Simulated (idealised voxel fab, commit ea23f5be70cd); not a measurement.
process module | voxel self aligned contacts
cross-section cut | 185 nm wide | cells 5 nm
A cross-section is a grid of square cells, given in bands from the top down. A band is one or more rows of cells.
Each band's line starts with the height of the band's top and of its bottom, in nm. Then come its materials from left to right, each with its width in nm. One material with "throughout" fills the band from edge to edge. "air" is empty space.
Height 0 is the level under which the wafer as received is all one material. The lowest band goes on downwards, as in "0 down".
A width such as "30 to 40" changes by the same amount from each row of cells to the next, from the band's top row to its bottom row.
"no change" after a step means that no cell of the cross-section changed.
closed voids: empty space of 8 cells or more with no open way to the top, each as width x height at its distance from the left edge, in nm
after a step's settings: what the simulator itself notes on the step
overlay nm, on a step with a mask: how far to the right of its planned place the mask lay; to the left if negative
plan
1 op RECEIVE | material Si
2 op CONFORMAL_DEP | material SiO2 | thk nm 5
3 op DIRECTIONAL_DEP | material polySi | thk nm 30
4 op DIRECTIONAL_DEP | material SiN | thk nm 20
5 op PATTERN | tone cover | mask id GATE | material resist | width nm 25 | pitch nm 60 | thk nm 20 | overlay nm 0
6 op DIRECTIONAL_ETCH | etch materials SiN | depth nm 20
7 op DIRECTIONAL_ETCH | etch materials polySi | depth nm 30
8 op STRIP | etch materials resist
9 op CONFORMAL_DEP | material SiN | thk nm 10
10 op DIRECTIONAL_ETCH | etch materials SiN | depth nm 10
11 op FILL_DEP | material SiO2 | thk nm 20
12 op CMP | height nm 65
13 op PATTERN | tone open | mask id CONTACT | material resist | width nm 45 | thk nm 15 | overlay nm 0
14 op DIRECTIONAL_ETCH | etch materials SiO2 | depth nm 65
15 op STRIP | etch materials resist
16 op CONFORMAL_DEP | material TiN | thk nm 5
17 op FILL_DEP | material W | thk nm 5
18 op CMP | height nm 65
19 op CONFORMAL_DEP | material SiCN | thk nm 5
as received, after step 1
  0 down: Si throughout
  closed voids: none
first wafer at the end, as planned
  70 to 65: SiCN throughout
  65 to 55: SiO2 70 | TiN 5 to 20 | W 35 to 5 | TiN 5 to 20 | SiO2 70
  55 to 35: SiO2 40 | SiN 45 | TiN 5 | W 5 | TiN 5 | SiN 45 | SiO2 40
  35 to 5: SiO2 40 | SiN 10 | polySi 25 | SiN 10 | TiN 5 | W 5 | TiN 5 | SiN 10 | polySi 25 | SiN 10 | SiO2 40
  5 to 0: SiO2 85 | TiN 15 | SiO2 85
  0 down: Si throughout
  closed voids: none
second wafer at the end: like start, like plan, one mistake
  70 to 65: SiCN throughout
  65 to 55: SiO2 70 | TiN 5 to 20 | W 35 to 5 | TiN 5 to 20 | SiO2 70
  55 to 30: SiO2 40 | SiN 10 | polySi 25 | SiN 10 | TiN 5 | W 5 | TiN 5 | SiN 10 | polySi 25 | SiN 10 | SiO2 40
  30 to 25: SiO2 40 | SiN 10 | polySi 25 | SiN 10 | TiN 15 | SiN 10 | polySi 25 | SiN 10 | SiO2 40
  25 to 5: SiN throughout
  5 to 0: SiO2 throughout
  0 down: Si throughout
  closed voids: none
what went wrong: steps 3 and 4 were swapped
at the end the second wafer has, in cells: 76 more of SiN | 61 fewer of SiO2 | 10 fewer of TiN | 5 fewer of W
